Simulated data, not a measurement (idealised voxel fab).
This is a process module. Its name is voxel ribs on slabs.
The width of the displayed cross-section, cut, is 150 nm; its cells are square, with a size of 5 nm.
Cross-section, as written here: a square-cell grid given band by band from the top down, where a band holds one or more rows of cells.
Within each band entry, the heights of the top and of the bottom of the band appear first, in that order and in nm; the materials of the band then follow from left to right, each with its corresponding width in nm. The designation "all across" on a single material indicates that it fills the band from edge to edge; the designation "air" indicates empty space.
Note: height 0 marks the level under which the wafer is uniformly one material as received. Lowest band unbounded below, written "0 nm and below".
Quick explanation for "30..40": the width changes in equal steps down the rows of cells, from the first number in the band's top row to the second number in its bottom row.
Step note "everything unchanged" = no cross-section cell changed.
The entry "Encapsulated voids" lists the empty spaces that cover at least 8 cells and have no open path to the top. Each is written as width x height at distance, where the distance is measured from the left edge and all three values are in nm.
Step line, after settings: the simulator's comment on this step.
overlay nm: where the mask lay relative to plan, measured to the right, on steps with a mask; negatives go left.
## Listed below are the process steps as planned
1: RECEIVE, material Si
2: DIRECTIONAL_DEP, material SiO2, thk nm 30
3: DIRECTIONAL_DEP, material SiN, thk nm 15
4: MASKED_ETCH, tone cover, mask id RIB, width nm 30, etch materials SiN, depth nm 5, overlay nm 0
5: PATTERN, tone cover, mask id SLAB, material resist, width nm 60, thk nm 20, overlay nm 0
6: DIRECTIONAL_ETCH, etch materials SiN, depth nm 10
7: STRIP, etch materials resist
8: FILL_DEP, material SiO2, thk nm 20
9: CMP, height nm 55
10: DIRECTIONAL_DEP, material TiN, thk nm 10
11: MASKED_ETCH, tone cover, mask id HEATER, width nm 40, etch materials TiN, depth nm 10, overlay nm 0
12: CONFORMAL_DEP, material SiO2, thk nm 5
## Shown in cross-section is the wafer as received, that is, as it stands after step 1
0 nm and below | Si all across
Encapsulated voids: none
## Cross-section at module end, one run error; start and plan unchanged from above
65 nm to 55 nm | air: 55  TiN: 40  air: 55
55 nm to 45 nm | SiO2 all across
45 nm to 40 nm | SiO2: 60  SiN: 30  SiO2: 60
40 nm to 30 nm | SiO2: 45  SiN: 60  SiO2: 45
30 nm to 0 nm | SiO2 all across
0 nm and below | Si all across
Encapsulated voids: none
Run error: plan step 12 never ran because it was skipped
